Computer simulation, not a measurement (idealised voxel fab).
Title: Process Module voxel spacer lines
Each square cell in cross-section cut measures 5 nm, and the section as a whole is 280 nm wide.
Cross-section format: a grid of square cells, given as bands from top to bottom; each band is one or more rows of cells.
What a band's entry tells you: where the top is and where the bottom is, as heights in nm, and after that what lies inside, material by material from left to right, each with its width in nm. Empty space is written as the word "air", and a single material marked with the word "everywhere" occupies the band from edge to edge.
Heights from 0 (as-received wafer is one material below). Bottom band endless downward, as "0 nm and below".
A width such as "30 to 40" changes by the same amount from each row of cells to the next, from the band's top row to its bottom row.
"no alterations made", as given for a step, is the statement that not any cell of the cross-section underwent a change during that step.
"Sealed internal voids" - sealed voids, min. 8 cells, no opening to top; format: width x height at distance (distance from left edge; nm throughout).
The remark found on a step's line after its settings is issued by the simulator itself and pertains to that step.
For masked steps, "overlay nm" on the step line gives how far right of plan the mask actually lay; a minus sign means it lay to the left.

### Process steps (planned)
step 1: RECEIVE, material Si
step 2: CONFORMAL_DEP, material Al2O3, thk nm 10
step 3: DIRECTIONAL_DEP, material polySi, thk nm 10
step 4: DIRECTIONAL_DEP, material aC, thk nm 30
step 5: PATTERN, tone cover, mask id MANDREL, material resist, width nm 15, pitch nm 60, thk nm 40, overlay nm 0
step 6: DIRECTIONAL_ETCH, etch materials aC, depth nm 30
step 7: STRIP, etch materials resist
step 8: CONFORMAL_DEP, material SiN, thk nm 15
step 9: DIRECTIONAL_ETCH, etch materials SiN, depth nm 15
step 10: STRIP, etch materials aC
step 11: DIRECTIONAL_ETCH, etch materials polySi, depth nm 10
step 12: STRIP, etch materials SiN

### Shown in cross-section is the wafer as received, that is, as it stands after step 1
  0 nm and below | Si everywhere
  Sealed internal voids: none

### Cross-sectional view of the first of the two wafers upon completion of the module, processed in accordance with the plan
  20 nm to 10 nm | air 85, then polySi 15, then air 15, then polySi 15, then air 15, then polySi 15, then air 15, then polySi 15, then air 90
  10 nm to 0 nm | Al2O3 everywhere
  0 nm and below | Si everywhere
  Sealed internal voids: none

### Here is the second of the two wafers cut open at the end of the module - same start, same plan as the first one, but we made one mistake running it
  20 nm to 10 nm | air 85, then polySi 15, then air 20, then polySi 15, then air 10, then polySi 15, then air 20, then polySi 15, then air 85
  10 nm to 0 nm | Al2O3 everywhere
  0 nm and below | Si everywhere
  Sealed internal voids: none
What broke from the plan during processing? so step 5 ended up running with a different setting than we planned, it ran as PATTERN, tone cover, mask id MANDREL, material resist, width nm 20, pitch nm 60, thk nm 40, overlay nm 0
Final wafers compared: equal cell tally per material, rearranged layout.
